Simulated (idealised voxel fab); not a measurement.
process module | voxel transistor to metal
cross-section cut | 185 nm wide | cells 5 nm
A cross-section is a grid of square cells, given in bands from the top down. A band is one or more rows of cells.
Each band's line starts with the height of the band's top and of its bottom, in nm. Then come its materials from left to right, each with its width in nm. One material with "throughout" fills the band from edge to edge. "air" is empty space.
Height 0 is the level under which the wafer as received is all one material. The lowest band goes on downwards, as in "0 down".
A width such as "30 to 40" changes by the same amount from each row of cells to the next, from the band's top row to its bottom row.
"no change" after a step means that no cell of the cross-section changed.
closed voids: empty space of 8 cells or more with no open way to the top, each as width x height at its distance from the left edge, in nm
after a step's settings: what the simulator itself notes on the step
overlay nm, on a step with a mask: how far to the right of its planned place the mask lay; to the left if negative
plan
1 op RECEIVE | material Si
2 op OXIDIZE | depth nm 5
3 op CONFORMAL_DEP | material SiN | thk nm 10
4 op PATTERN | tone cover | mask id ACTIVE | material resist | width nm 115 | thk nm 15 | overlay nm 0
5 op DIRECTIONAL_ETCH | etch materials SiN | depth nm 10
6 op DIRECTIONAL_ETCH | etch materials SiO2 | depth nm 5
7 op DIRECTIONAL_ETCH | etch materials Si | depth nm 35
8 op STRIP | etch materials resist
9 op OXIDIZE | depth nm 5
10 op FILL_DEP | material SiO2 | thk nm 5
11 op CMP | height nm 10
12 op SELECTIVE_ETCH | etch materials SiO2 | depth nm 5
13 op STRIP | etch materials SiN
14 op SELECTIVE_ETCH | etch materials SiO2 | depth nm 5
15 op OXIDIZE | depth nm 5
16 op DIRECTIONAL_DEP | material polySi | thk nm 25
17 op DIRECTIONAL_DEP | material SiCN | thk nm 10
18 op MASKED_ETCH | tone cover | mask id GATE | width nm 35 | etch materials SiCN | depth nm 20 | overlay nm 0
19 op MASKED_ETCH | tone cover | mask id GATE | width nm 35 | etch materials polySi | depth nm 35 | overlay nm 0
20 op CONFORMAL_DEP | material SiN | thk nm 10
21 op DIRECTIONAL_ETCH | etch materials SiN | depth nm 10
22 op DIRECTIONAL_ETCH | etch materials SiO2 | depth nm 5
23 op DIRECTIONAL_ETCH | etch materials Si | depth nm 10
24 op EPI | material pSi | thk nm 15
25 op FILL_DEP | material SiO2 | thk nm 5
26 op CMP | height nm 20
27 op STRIP | etch materials polySi
28 op SELECTIVE_ETCH | etch materials SiO2 | depth nm 5
29 op CONFORMAL_DEP | material HfO2 | thk nm 5
30 op CONFORMAL_DEP | material TiN | thk nm 5
31 op FILL_DEP | material W | thk nm 5
32 op CMP | height nm 15
33 op DIRECTIONAL_DEP | material SiO2 | thk nm 10
34 op DIRECTIONAL_DEP | material aC | thk nm 15
35 op PATTERN | tone open | mask id CONTACT | material resist | width nm 15 | pitch nm 90 | thk nm 35 | overlay nm 0
36 op DIRECTIONAL_ETCH | etch materials aC | depth nm 15
37 op STRIP | etch materials resist
38 op DIRECTIONAL_ETCH | etch materials SiO2 | depth nm 30
39 op STRIP | etch materials aC
40 op CONFORMAL_DEP | material TiN | thk nm 5
41 op FILL_DEP | material W | thk nm 10
42 op CMP | height nm 25
43 op DIRECTIONAL_DEP | material TiN | thk nm 5
44 op DIRECTIONAL_DEP | material Ru | thk nm 20
45 op MASKED_ETCH | tone cover | mask id METAL_1 | width nm 15 | pitch nm 90 | etch materials Ru | depth nm 20 | overlay nm 0
46 op MASKED_ETCH | tone cover | mask id METAL_1 | width nm 15 | pitch nm 90 | etch materials TiN | depth nm 5 | overlay nm 0
47 op CONFORMAL_DEP | material SiN | thk nm 5
48 op FILL_DEP | material SiO2 | thk nm 10
49 op CMP | height nm 50
50 op CONFORMAL_DEP | material SiCN | thk nm 5
first wafer, as planned
as received, after step 1
  0 down: Si throughout
  closed voids: none
after step 2
  0 to -5: SiO2 throughout
  below -5: unchanged
after step 3
  10 to 0: SiN throughout
  below 0: unchanged
after step 4
  25 to 10: air 35 | resist 115 | air 35
  below 10: unchanged
after step 5
  25 to 10: air 35 | resist 115 | air 35
  10 to 0: air 35 | SiN 115 | air 35
  below 0: unchanged
after step 6
  25 to 10: air 35 | resist 115 | air 35
  10 to 0: air 35 | SiN 115 | air 35
  0 to -5: air 35 | SiO2 115 | air 35
  below -5: unchanged
after step 7
  25 to 10: air 35 | resist 115 | air 35
  10 to 0: air 35 | SiN 115 | air 35
  0 to -5: air 35 | SiO2 115 | air 35
  -5 to -40: air 35 | Si 115 | air 35
  below -40: unchanged
after step 8
  10 to 0: air 35 | SiN 115 | air 35
  below 0: unchanged
after step 9
  10 to 0: air 35 | SiN 115 | air 35
  0 to -5: air 35 | SiO2 115 | air 35
  -5 to -40: air 35 | SiO2 5 | Si 105 | SiO2 5 | air 35
  -40 to -45: SiO2 40 | Si 105 | SiO2 40
  below -45: unchanged
after step 10
  15 to 10: SiO2 throughout
  10 to 0: SiO2 35 | SiN 115 | SiO2 35
  0 to -5: SiO2 throughout
  -5 to -45: SiO2 40 | Si 105 | SiO2 40
  below -45: unchanged
after step 11
  10 to 0: SiO2 35 | SiN 115 | SiO2 35
  below 0: unchanged
after step 12
  10 to 5: air 35 | SiN 115 | air 35
  below 5: unchanged
after step 13
  5 to 0: SiO2 35 | air 115 | SiO2 35
  below 0: unchanged
after step 14
  0 to -5: SiO2 30 | air 125 | SiO2 30
  below -5: unchanged
after step 15
  0 to -5: SiO2 30 | air 125 | SiO2 30
  -5 to -10: SiO2 throughout
  below -10: unchanged
after step 16
  25 to 20: polySi 30 | air 125 | polySi 30
  20 to 0: polySi throughout
  0 to -5: SiO2 30 | polySi 125 | SiO2 30
  below -5: unchanged
after step 17
  35 to 30: SiCN 30 | air 125 | SiCN 30
  30 to 25: SiCN throughout
  25 to 20: polySi 30 | SiCN 125 | polySi 30
  below 20: unchanged
after step 18
  30 to 25: air 75 | SiCN 35 | air 75
  25 to 20: polySi 30 | air 45 | SiCN 35 | air 45 | polySi 30
  below 20: unchanged
after step 19
  30 to 20: air 75 | SiCN 35 | air 75
  20 to 0: air 75 | polySi 35 | air 75
  0 to -5: SiO2 30 | air 45 | polySi 35 | air 45 | SiO2 30
  below -5: unchanged
after step 20
  40 to 30: air 65 | SiN 55 | air 65
  30 to 20: air 65 | SiN 10 | SiCN 35 | SiN 10 | air 65
  20 to 10: air 65 | SiN 10 | polySi 35 | SiN 10 | air 65
  10 to 5: SiN 40 | air 25 | SiN 10 | polySi 35 | SiN 10 | air 25 | SiN 40
  5 to 0: SiN 75 | polySi 35 | SiN 75
  0 to -5: SiO2 30 | SiN 45 | polySi 35 | SiN 45 | SiO2 30
  below -5: unchanged
after step 21
  30 to 20: air 65 | SiN 10 | SiCN 35 | SiN 10 | air 65
  20 to 0: air 65 | SiN 10 | polySi 35 | SiN 10 | air 65
  0 to -5: SiO2 30 | SiN 10 | air 25 | SiN 10 | polySi 35 | SiN 10 | air 25 | SiN 10 | SiO2 30
  below -5: unchanged
after step 22
  30 to 20: air 65 | SiN 10 | SiCN 35 | SiN 10 | air 65
  20 to 0: air 65 | SiN 10 | polySi 35 | SiN 10 | air 65
  0 to -5: air 30 | SiN 10 | air 25 | SiN 10 | polySi 35 | SiN 10 | air 25 | SiN 10 | air 30
  -5 to -10: SiO2 40 | air 25 | SiO2 55 | air 25 | SiO2 40
  below -10: unchanged
after step 23
  30 to 20: air 65 | SiN 10 | SiCN 35 | SiN 10 | air 65
  20 to 0: air 65 | SiN 10 | polySi 35 | SiN 10 | air 65
  0 to -5: air 30 | SiN 10 | air 25 | SiN 10 | polySi 35 | SiN 10 | air 25 | SiN 10 | air 30
  -5 to -10: SiO2 40 | air 25 | SiO2 55 | air 25 | SiO2 40
  -10 to -20: SiO2 40 | air 25 | Si 55 | air 25 | SiO2 40
  below -20: unchanged
after step 24
  30 to 20: air 65 | SiN 10 | SiCN 35 | SiN 10 | air 65
  20 to 5: air 65 | SiN 10 | polySi 35 | SiN 10 | air 65
  5 to 0: air 50 | pSi 15 | SiN 10 | polySi 35 | SiN 10 | pSi 15 | air 50
  0 to -5: air 30 | SiN 10 | air 10 | pSi 15 | SiN 10 | polySi 35 | SiN 10 | pSi 15 | air 10 | SiN 10 | air 30
  -5 to -10: SiO2 40 | pSi 25 | SiO2 55 | pSi 25 | SiO2 40
  -10 to -20: SiO2 40 | pSi 25 | Si 55 | pSi 25 | SiO2 40
  below -20: unchanged
after step 25
  35 to 30: SiO2 throughout
  30 to 20: SiO2 65 | SiN 10 | SiCN 35 | SiN 10 | SiO2 65
  20 to 5: SiO2 65 | SiN 10 | polySi 35 | SiN 10 | SiO2 65
  5 to 0: SiO2 50 | pSi 15 | SiN 10 | polySi 35 | SiN 10 | pSi 15 | SiO2 50
  0 to -5: SiO2 30 | SiN 10 | SiO2 10 | pSi 15 | SiN 10 | polySi 35 | SiN 10 | pSi 15 | SiO2 10 | SiN 10 | SiO2 30
  below -5: unchanged
after step 26
  20 to 5: SiO2 65 | SiN 10 | polySi 35 | SiN 10 | SiO2 65
  below 5: unchanged
after step 27
  20 to 5: SiO2 65 | SiN 10 | air 35 | SiN 10 | SiO2 65
  5 to 0: SiO2 50 | pSi 15 | SiN 10 | air 35 | SiN 10 | pSi 15 | SiO2 50
  0 to -5: SiO2 30 | SiN 10 | SiO2 10 | pSi 15 | SiN 10 | air 35 | SiN 10 | pSi 15 | SiO2 10 | SiN 10 | SiO2 30
  below -5: unchanged
after step 28
  20 to 15: air 65 | SiN 10 | air 35 | SiN 10 | air 65
  15 to 5: SiO2 65 | SiN 10 | air 35 | SiN 10 | SiO2 65
  5 to 0: SiO2 50 | pSi 15 | SiN 10 | air 35 | SiN 10 | pSi 15 | SiO2 50
  0 to -5: SiO2 30 | SiN 10 | SiO2 10 | pSi 15 | SiN 10 | air 35 | SiN 10 | pSi 15 | SiO2 10 | SiN 10 | SiO2 30
  -5 to -10: SiO2 40 | pSi 25 | SiO2 5 | air 45 | SiO2 5 | pSi 25 | SiO2 40
  below -10: unchanged
after step 29
  25 to 20: air 60 | HfO2 20 | air 25 | HfO2 20 | air 60
  20 to 15: HfO2 65 | SiN 10 | HfO2 5 | air 25 | HfO2 5 | SiN 10 | HfO2 65
  15 to 5: SiO2 65 | SiN 10 | HfO2 5 | air 25 | HfO2 5 | SiN 10 | SiO2 65
  5 to 0: SiO2 50 | pSi 15 | SiN 10 | HfO2 5 | air 25 | HfO2 5 | SiN 10 | pSi 15 | SiO2 50
  0 to -5: SiO2 30 | SiN 10 | SiO2 10 | pSi 15 | SiN 10 | HfO2 5 | air 25 | HfO2 5 | SiN 10 | pSi 15 | SiO2 10 | SiN 10 | SiO2 30
  -5 to -10: SiO2 40 | pSi 25 | SiO2 5 | HfO2 45 | SiO2 5 | pSi 25 | SiO2 40
  below -10: unchanged
after step 30
  30 to 25: air 55 | TiN 30 | air 15 | TiN 30 | air 55
  25 to 20: TiN 60 | HfO2 20 | TiN 5 | air 15 | TiN 5 | HfO2 20 | TiN 60
  20 to 15: HfO2 65 | SiN 10 | HfO2 5 | TiN 5 | air 15 | TiN 5 | HfO2 5 | SiN 10 | HfO2 65
  15 to 5: SiO2 65 | SiN 10 | HfO2 5 | TiN 5 | air 15 | TiN 5 | HfO2 5 | SiN 10 | SiO2 65
  5 to 0: SiO2 50 | pSi 15 | SiN 10 | HfO2 5 | TiN 5 | air 15 | TiN 5 | HfO2 5 | SiN 10 | pSi 15 | SiO2 50
  0 to -5: SiO2 30 | SiN 10 | SiO2 10 | pSi 15 | SiN 10 | HfO2 5 | TiN 25 | HfO2 5 | SiN 10 | pSi 15 | SiO2 10 | SiN 10 | SiO2 30
  below -5: unchanged
after step 31
  35 to 30: W throughout
  30 to 25: W 55 | TiN 30 | W 15 | TiN 30 | W 55
  25 to 20: TiN 60 | HfO2 20 | TiN 5 | W 15 | TiN 5 | HfO2 20 | TiN 60
  20 to 15: HfO2 65 | SiN 10 | HfO2 5 | TiN 5 | W 15 | TiN 5 | HfO2 5 | SiN 10 | HfO2 65
  15 to 5: SiO2 65 | SiN 10 | HfO2 5 | TiN 5 | W 15 | TiN 5 | HfO2 5 | SiN 10 | SiO2 65
  5 to 0: SiO2 50 | pSi 15 | SiN 10 | HfO2 5 | TiN 5 | W 15 | TiN 5 | HfO2 5 | SiN 10 | pSi 15 | SiO2 50
  below 0: unchanged
after step 32
  15 to 5: SiO2 65 | SiN 10 | HfO2 5 | TiN 5 | W 15 | TiN 5 | HfO2 5 | SiN 10 | SiO2 65
  below 5: unchanged
after step 33
  25 to 15: SiO2 throughout
  below 15: unchanged
after step 34
  40 to 25: aC throughout
  below 25: unchanged
after step 35
  75 to 40: resist 40 | air 15 | resist 75 | air 15 | resist 40
  below 40: unchanged
after step 36
  60 to 40: resist 40 | air 15 | resist 75 | air 15 | resist 40
  40 to 25: aC 40 | air 15 | aC 75 | air 15 | aC 40
  below 25: unchanged
after step 37
  40 to 25: aC 40 | air 15 | aC 75 | air 15 | aC 40
  below 25: unchanged
after step 38
  40 to 25: aC 40 | air 15 | aC 75 | air 15 | aC 40
  25 to 15: SiO2 40 | air 15 | SiO2 75 | air 15 | SiO2 40
  15 to 5: SiO2 40 | air 15 | SiO2 10 | SiN 10 | HfO2 5 | TiN 5 | W 15 | TiN 5 | HfO2 5 | SiN 10 | SiO2 10 | air 15 | SiO2 40
  5 to 0: SiO2 40 | air 10 | pSi 15 | SiN 10 | HfO2 5 | TiN 5 | W 15 | TiN 5 | HfO2 5 | SiN 10 | pSi 15 | air 10 | SiO2 40
  0 to -5: SiO2 30 | SiN 10 | air 10 | pSi 15 | SiN 10 | HfO2 5 | TiN 25 | HfO2 5 | SiN 10 | pSi 15 | air 10 | SiN 10 | SiO2 30
  below -5: unchanged
after step 39
  25 to 15: SiO2 40 | air 15 | SiO2 75 | air 15 | SiO2 40
  below 15: unchanged
after step 40
  30 to 25: TiN 45 | air 5 | TiN 85 | air 5 | TiN 45
  25 to 15: SiO2 40 | TiN 5 | air 5 | TiN 5 | SiO2 75 | TiN 5 | air 5 | TiN 5 | SiO2 40
  15 to 10: SiO2 40 | TiN 5 | air 5 | TiN 5 | SiO2 10 | SiN 10 | HfO2 5 | TiN 5 | W 15 | TiN 5 | HfO2 5 | SiN 10 | SiO2 10 | TiN 5 | air 5 | TiN 5 | SiO2 40
  10 to 5: SiO2 40 | TiN 15 | SiO2 10 | SiN 10 | HfO2 5 | TiN 5 | W 15 | TiN 5 | HfO2 5 | SiN 10 | SiO2 10 | TiN 15 | SiO2 40
  5 to 0: SiO2 40 | TiN 10 | pSi 15 | SiN 10 | HfO2 5 | TiN 5 | W 15 | TiN 5 | HfO2 5 | SiN 10 | pSi 15 | TiN 10 | SiO2 40
  0 to -5: SiO2 30 | SiN 10 | TiN 10 | pSi 15 | SiN 10 | HfO2 5 | TiN 25 | HfO2 5 | SiN 10 | pSi 15 | TiN 10 | SiN 10 | SiO2 30
  below -5: unchanged
after step 41
  40 to 30: W throughout
  30 to 25: TiN 45 | W 5 | TiN 85 | W 5 | TiN 45
  25 to 15: SiO2 40 | TiN 5 | W 5 | TiN 5 | SiO2 75 | TiN 5 | W 5 | TiN 5 | SiO2 40
  15 to 10: SiO2 40 | TiN 5 | W 5 | TiN 5 | SiO2 10 | SiN 10 | HfO2 5 | TiN 5 | W 15 | TiN 5 | HfO2 5 | SiN 10 | SiO2 10 | TiN 5 | W 5 | TiN 5 | SiO2 40
  below 10: unchanged
after step 42
  25 to 15: SiO2 40 | TiN 5 | W 5 | TiN 5 | SiO2 75 | TiN 5 | W 5 | TiN 5 | SiO2 40
  below 15: unchanged
after step 43
  30 to 25: TiN throughout
  below 25: unchanged
after step 44
  50 to 30: Ru throughout
  below 30: unchanged
after step 45
  50 to 30: air 40 | Ru 15 | air 75 | Ru 15 | air 40
  below 30: unchanged
after step 46
  50 to 30: air 40 | Ru 15 | air 75 | Ru 15 | air 40
  30 to 25: air 40 | TiN 15 | air 75 | TiN 15 | air 40
  below 25: unchanged
after step 47
  55 to 50: air 35 | SiN 25 | air 65 | SiN 25 | air 35
  50 to 30: air 35 | SiN 5 | Ru 15 | SiN 5 | air 65 | SiN 5 | Ru 15 | SiN 5 | air 35
  30 to 25: SiN 40 | TiN 15 | SiN 75 | TiN 15 | SiN 40
  below 25: unchanged
after step 48
  65 to 55: SiO2 throughout
  55 to 50: SiO2 35 | SiN 25 | SiO2 65 | SiN 25 | SiO2 35
  50 to 30: SiO2 35 | SiN 5 | Ru 15 | SiN 5 | SiO2 65 | SiN 5 | Ru 15 | SiN 5 | SiO2 35
  below 30: unchanged
after step 49
  50 to 30: SiO2 35 | SiN 5 | Ru 15 | SiN 5 | SiO2 65 | SiN 5 | Ru 15 | SiN 5 | SiO2 35
  below 30: unchanged
after step 50
  55 to 50: SiCN throughout
  below 50: unchanged
second wafer: like start, like plan, one mistake. Through step 3 it matches the first wafer
when step 4 should have ended
  25 to 10: air 30 | resist 115 | air 40
  below 10: unchanged
when step 5 should have ended
  25 to 10: air 30 | resist 115 | air 40
  10 to 0: air 30 | SiN 115 | air 40
  below 0: unchanged
when step 6 should have ended
  25 to 10: air 30 | resist 115 | air 40
  10 to 0: air 30 | SiN 115 | air 40
  0 to -5: air 30 | SiO2 115 | air 40
  below -5: unchanged
when step 7 should have ended
  25 to 10: air 30 | resist 115 | air 40
  10 to 0: air 30 | SiN 115 | air 40
  0 to -5: air 30 | SiO2 115 | air 40
  -5 to -40: air 30 | Si 115 | air 40
  below -40: unchanged
when step 8 should have ended
  10 to 0: air 30 | SiN 115 | air 40
  below 0: unchanged
when step 9 should have ended
  10 to 0: air 30 | SiN 115 | air 40
  0 to -5: air 30 | SiO2 115 | air 40
  -5 to -40: air 30 | SiO2 5 | Si 105 | SiO2 5 | air 40
  -40 to -45: SiO2 35 | Si 105 | SiO2 45
  below -45: unchanged
when step 10 should have ended
  15 to 10: SiO2 throughout
  10 to 0: SiO2 30 | SiN 115 | SiO2 40
  0 to -5: SiO2 throughout
  -5 to -45: SiO2 35 | Si 105 | SiO2 45
  below -45: unchanged
when step 11 should have ended
  10 to 0: SiO2 30 | SiN 115 | SiO2 40
  below 0: unchanged
when step 12 should have ended
  10 to 5: air 30 | SiN 115 | air 40
  below 5: unchanged
when step 13 should have ended
  5 to 0: SiO2 30 | air 115 | SiO2 40
  below 0: unchanged
when step 14 should have ended
  0 to -5: SiO2 25 | air 125 | SiO2 35
  below -5: unchanged
when step 15 should have ended
  0 to -5: SiO2 25 | air 125 | SiO2 35
  -5 to -10: SiO2 throughout
  below -10: unchanged
when step 16 should have ended
  25 to 20: polySi 25 | air 125 | polySi 35
  20 to 0: polySi throughout
  0 to -5: SiO2 25 | polySi 125 | SiO2 35
  below -5: unchanged
when step 17 should have ended
  35 to 30: SiCN 25 | air 125 | SiCN 35
  30 to 25: SiCN throughout
  25 to 20: polySi 25 | SiCN 125 | polySi 35
  below 20: unchanged
when step 18 should have ended
  30 to 25: air 75 | SiCN 35 | air 75
  25 to 20: polySi 25 | air 50 | SiCN 35 | air 40 | polySi 35
  below 20: unchanged
when step 19 should have ended
  30 to 20: air 75 | SiCN 35 | air 75
  20 to 0: air 75 | polySi 35 | air 75
  0 to -5: SiO2 25 | air 50 | polySi 35 | air 40 | SiO2 35
  below -5: unchanged
when step 20 should have ended
  40 to 30: air 65 | SiN 55 | air 65
  30 to 20: air 65 | SiN 10 | SiCN 35 | SiN 10 | air 65
  20 to 10: air 65 | SiN 10 | polySi 35 | SiN 10 | air 65
  10 to 5: SiN 35 | air 30 | SiN 10 | polySi 35 | SiN 10 | air 20 | SiN 45
  5 to 0: SiN 75 | polySi 35 | SiN 75
  0 to -5: SiO2 25 | SiN 50 | polySi 35 | SiN 40 | SiO2 35
  below -5: unchanged
when step 21 should have ended
  30 to 20: air 65 | SiN 10 | SiCN 35 | SiN 10 | air 65
  20 to 0: air 65 | SiN 10 | polySi 35 | SiN 10 | air 65
  0 to -5: SiO2 25 | SiN 10 | air 30 | SiN 10 | polySi 35 | SiN 10 | air 20 | SiN 10 | SiO2 35
  below -5: unchanged
when step 22 should have ended
  30 to 20: air 65 | SiN 10 | SiCN 35 | SiN 10 | air 65
  20 to 0: air 65 | SiN 10 | polySi 35 | SiN 10 | air 65
  0 to -5: air 25 | SiN 10 | air 30 | SiN 10 | polySi 35 | SiN 10 | air 20 | SiN 10 | air 35
  -5 to -10: SiO2 35 | air 30 | SiO2 55 | air 20 | SiO2 45
  below -10: unchanged
when step 23 should have ended
  30 to 20: air 65 | SiN 10 | SiCN 35 | SiN 10 | air 65
  20 to 0: air 65 | SiN 10 | polySi 35 | SiN 10 | air 65
  0 to -5: air 25 | SiN 10 | air 30 | SiN 10 | polySi 35 | SiN 10 | air 20 | SiN 10 | air 35
  -5 to -10: SiO2 35 | air 30 | SiO2 55 | air 20 | SiO2 45
  -10 to -20: SiO2 35 | air 30 | Si 55 | air 20 | SiO2 45
  below -20: unchanged
when step 24 should have ended
  30 to 20: air 65 | SiN 10 | SiCN 35 | SiN 10 | air 65
  20 to 5: air 65 | SiN 10 | polySi 35 | SiN 10 | air 65
  5 to 0: air 50 | pSi 15 | SiN 10 | polySi 35 | SiN 10 | pSi 15 | air 50
  0 to -5: air 25 | SiN 10 | air 15 | pSi 15 | SiN 10 | polySi 35 | SiN 10 | pSi 15 | air 5 | SiN 10 | air 35
  -5 to -10: SiO2 35 | pSi 30 | SiO2 55 | pSi 20 | SiO2 45
  -10 to -20: SiO2 35 | pSi 30 | Si 55 | pSi 20 | SiO2 45
  below -20: unchanged
when step 25 should have ended
  35 to 30: SiO2 throughout
  30 to 20: SiO2 65 | SiN 10 | SiCN 35 | SiN 10 | SiO2 65
  20 to 5: SiO2 65 | SiN 10 | polySi 35 | SiN 10 | SiO2 65
  5 to 0: SiO2 50 | pSi 15 | SiN 10 | polySi 35 | SiN 10 | pSi 15 | SiO2 50
  0 to -5: SiO2 25 | SiN 10 | SiO2 15 | pSi 15 | SiN 10 | polySi 35 | SiN 10 | pSi 15 | SiO2 5 | SiN 10 | SiO2 35
  below -5: unchanged
when step 26 should have ended
  20 to 5: SiO2 65 | SiN 10 | polySi 35 | SiN 10 | SiO2 65
  below 5: unchanged
when step 27 should have ended
  20 to 5: SiO2 65 | SiN 10 | air 35 | SiN 10 | SiO2 65
  5 to 0: SiO2 50 | pSi 15 | SiN 10 | air 35 | SiN 10 | pSi 15 | SiO2 50
  0 to -5: SiO2 25 | SiN 10 | SiO2 15 | pSi 15 | SiN 10 | air 35 | SiN 10 | pSi 15 | SiO2 5 | SiN 10 | SiO2 35
  below -5: unchanged
when step 28 should have ended
  20 to 15: air 65 | SiN 10 | air 35 | SiN 10 | air 65
  15 to 5: SiO2 65 | SiN 10 | air 35 | SiN 10 | SiO2 65
  5 to 0: SiO2 50 | pSi 15 | SiN 10 | air 35 | SiN 10 | pSi 15 | SiO2 50
  0 to -5: SiO2 25 | SiN 10 | SiO2 15 | pSi 15 | SiN 10 | air 35 | SiN 10 | pSi 15 | SiO2 5 | SiN 10 | SiO2 35
  -5 to -10: SiO2 35 | pSi 30 | SiO2 5 | air 45 | SiO2 5 | pSi 20 | SiO2 45
  below -10: unchanged
when step 29 should have ended
  25 to 20: air 60 | HfO2 20 | air 25 | HfO2 20 | air 60
  20 to 15: HfO2 65 | SiN 10 | HfO2 5 | air 25 | HfO2 5 | SiN 10 | HfO2 65
  15 to 5: SiO2 65 | SiN 10 | HfO2 5 | air 25 | HfO2 5 | SiN 10 | SiO2 65
  5 to 0: SiO2 50 | pSi 15 | SiN 10 | HfO2 5 | air 25 | HfO2 5 | SiN 10 | pSi 15 | SiO2 50
  0 to -5: SiO2 25 | SiN 10 | SiO2 15 | pSi 15 | SiN 10 | HfO2 5 | air 25 | HfO2 5 | SiN 10 | pSi 15 | SiO2 5 | SiN 10 | SiO2 35
  -5 to -10: SiO2 35 | pSi 30 | SiO2 5 | HfO2 45 | SiO2 5 | pSi 20 | SiO2 45
  below -10: unchanged
when step 30 should have ended
  30 to 25: air 55 | TiN 30 | air 15 | TiN 30 | air 55
  25 to 20: TiN 60 | HfO2 20 | TiN 5 | air 15 | TiN 5 | HfO2 20 | TiN 60
  20 to 15: HfO2 65 | SiN 10 | HfO2 5 | TiN 5 | air 15 | TiN 5 | HfO2 5 | SiN 10 | HfO2 65
  15 to 5: SiO2 65 | SiN 10 | HfO2 5 | TiN 5 | air 15 | TiN 5 | HfO2 5 | SiN 10 | SiO2 65
  5 to 0: SiO2 50 | pSi 15 | SiN 10 | HfO2 5 | TiN 5 | air 15 | TiN 5 | HfO2 5 | SiN 10 | pSi 15 | SiO2 50
  0 to -5: SiO2 25 | SiN 10 | SiO2 15 | pSi 15 | SiN 10 | HfO2 5 | TiN 25 | HfO2 5 | SiN 10 | pSi 15 | SiO2 5 | SiN 10 | SiO2 35
  below -5: unchanged
when step 31 should have ended
  35 to 30: W throughout
  30 to 25: W 55 | TiN 30 | W 15 | TiN 30 | W 55
  25 to 20: TiN 60 | HfO2 20 | TiN 5 | W 15 | TiN 5 | HfO2 20 | TiN 60
  20 to 15: HfO2 65 | SiN 10 | HfO2 5 | TiN 5 | W 15 | TiN 5 | HfO2 5 | SiN 10 | HfO2 65
  15 to 5: SiO2 65 | SiN 10 | HfO2 5 | TiN 5 | W 15 | TiN 5 | HfO2 5 | SiN 10 | SiO2 65
  5 to 0: SiO2 50 | pSi 15 | SiN 10 | HfO2 5 | TiN 5 | W 15 | TiN 5 | HfO2 5 | SiN 10 | pSi 15 | SiO2 50
  below 0: unchanged
when step 32 should have ended
  15 to 5: SiO2 65 | SiN 10 | HfO2 5 | TiN 5 | W 15 | TiN 5 | HfO2 5 | SiN 10 | SiO2 65
  below 5: unchanged
when step 33 should have ended
  25 to 15: SiO2 throughout
  below 15: unchanged
when step 34 should have ended
  40 to 25: aC throughout
  below 25: unchanged
when step 35 should have ended
  75 to 40: resist 40 | air 15 | resist 75 | air 15 | resist 40
  below 40: unchanged
when step 36 should have ended
  60 to 40: resist 40 | air 15 | resist 75 | air 15 | resist 40
  40 to 25: aC 40 | air 15 | aC 75 | air 15 | aC 40
  below 25: unchanged
when step 37 should have ended
  40 to 25: aC 40 | air 15 | aC 75 | air 15 | aC 40
  below 25: unchanged
when step 38 should have ended
  40 to 25: aC 40 | air 15 | aC 75 | air 15 | aC 40
  25 to 15: SiO2 40 | air 15 | SiO2 75 | air 15 | SiO2 40
  15 to 5: SiO2 40 | air 15 | SiO2 10 | SiN 10 | HfO2 5 | TiN 5 | W 15 | TiN 5 | HfO2 5 | SiN 10 | SiO2 10 | air 15 | SiO2 40
  5 to 0: SiO2 40 | air 10 | pSi 15 | SiN 10 | HfO2 5 | TiN 5 | W 15 | TiN 5 | HfO2 5 | SiN 10 | pSi 15 | air 10 | SiO2 40
  0 to -5: SiO2 25 | SiN 10 | SiO2 5 | air 10 | pSi 15 | SiN 10 | HfO2 5 | TiN 25 | HfO2 5 | SiN 10 | pSi 15 | air 5 | SiN 10 | SiO2 35
  below -5: unchanged
when step 39 should have ended
  25 to 15: SiO2 40 | air 15 | SiO2 75 | air 15 | SiO2 40
  below 15: unchanged
when step 40 should have ended
  30 to 25: TiN 45 | air 5 | TiN 85 | air 5 | TiN 45
  25 to 15: SiO2 40 | TiN 5 | air 5 | TiN 5 | SiO2 75 | TiN 5 | air 5 | TiN 5 | SiO2 40
  15 to 10: SiO2 40 | TiN 5 | air 5 | TiN 5 | SiO2 10 | SiN 10 | HfO2 5 | TiN 5 | W 15 | TiN 5 | HfO2 5 | SiN 10 | SiO2 10 | TiN 5 | air 5 | TiN 5 | SiO2 40
  10 to 5: SiO2 40 | TiN 15 | SiO2 10 | SiN 10 | HfO2 5 | TiN 5 | W 15 | TiN 5 | HfO2 5 | SiN 10 | SiO2 10 | TiN 15 | SiO2 40
  5 to 0: SiO2 40 | TiN 10 | pSi 15 | SiN 10 | HfO2 5 | TiN 5 | W 15 | TiN 5 | HfO2 5 | SiN 10 | pSi 15 | TiN 10 | SiO2 40
  0 to -5: SiO2 25 | SiN 10 | SiO2 5 | TiN 10 | pSi 15 | SiN 10 | HfO2 5 | TiN 25 | HfO2 5 | SiN 10 | pSi 15 | TiN 5 | SiN 10 | SiO2 35
  below -5: unchanged
when step 41 should have ended
  40 to 30: W throughout
  30 to 25: TiN 45 | W 5 | TiN 85 | W 5 | TiN 45
  25 to 15: SiO2 40 | TiN 5 | W 5 | TiN 5 | SiO2 75 | TiN 5 | W 5 | TiN 5 | SiO2 40
  15 to 10: SiO2 40 | TiN 5 | W 5 | TiN 5 | SiO2 10 | SiN 10 | HfO2 5 | TiN 5 | W 15 | TiN 5 | HfO2 5 | SiN 10 | SiO2 10 | TiN 5 | W 5 | TiN 5 | SiO2 40
  below 10: unchanged
when step 42 should have ended
  25 to 15: SiO2 40 | TiN 5 | W 5 | TiN 5 | SiO2 75 | TiN 5 | W 5 | TiN 5 | SiO2 40
  below 15: unchanged
when step 43 should have ended
  30 to 25: TiN throughout
  below 25: unchanged
when step 44 should have ended
  50 to 30: Ru throughout
  below 30: unchanged
when step 45 should have ended
  50 to 30: air 40 | Ru 15 | air 75 | Ru 15 | air 40
  below 30: unchanged
when step 46 should have ended
  50 to 30: air 40 | Ru 15 | air 75 | Ru 15 | air 40
  30 to 25: air 40 | TiN 15 | air 75 | TiN 15 | air 40
  below 25: unchanged
when step 47 should have ended
  55 to 50: air 35 | SiN 25 | air 65 | SiN 25 | air 35
  50 to 30: air 35 | SiN 5 | Ru 15 | SiN 5 | air 65 | SiN 5 | Ru 15 | SiN 5 | air 35
  30 to 25: SiN 40 | TiN 15 | SiN 75 | TiN 15 | SiN 40
  below 25: unchanged
when step 48 should have ended
  65 to 55: SiO2 throughout
  55 to 50: SiO2 35 | SiN 25 | SiO2 65 | SiN 25 | SiO2 35
  50 to 30: SiO2 35 | SiN 5 | Ru 15 | SiN 5 | SiO2 65 | SiN 5 | Ru 15 | SiN 5 | SiO2 35
  below 30: unchanged
when step 49 should have ended
  50 to 30: SiO2 35 | SiN 5 | Ru 15 | SiN 5 | SiO2 65 | SiN 5 | Ru 15 | SiN 5 | SiO2 35
  below 30: unchanged
when step 50 should have ended
  55 to 50: SiCN throughout
  below 50: unchanged
what went wrong: step 4 ran as: op PATTERN | tone cover | mask id ACTIVE | material resist | width nm 115 | thk nm 15 | overlay nm -5
at the end the second wafer has, in cells: 1 more of SiO2 | 1 fewer of TiN
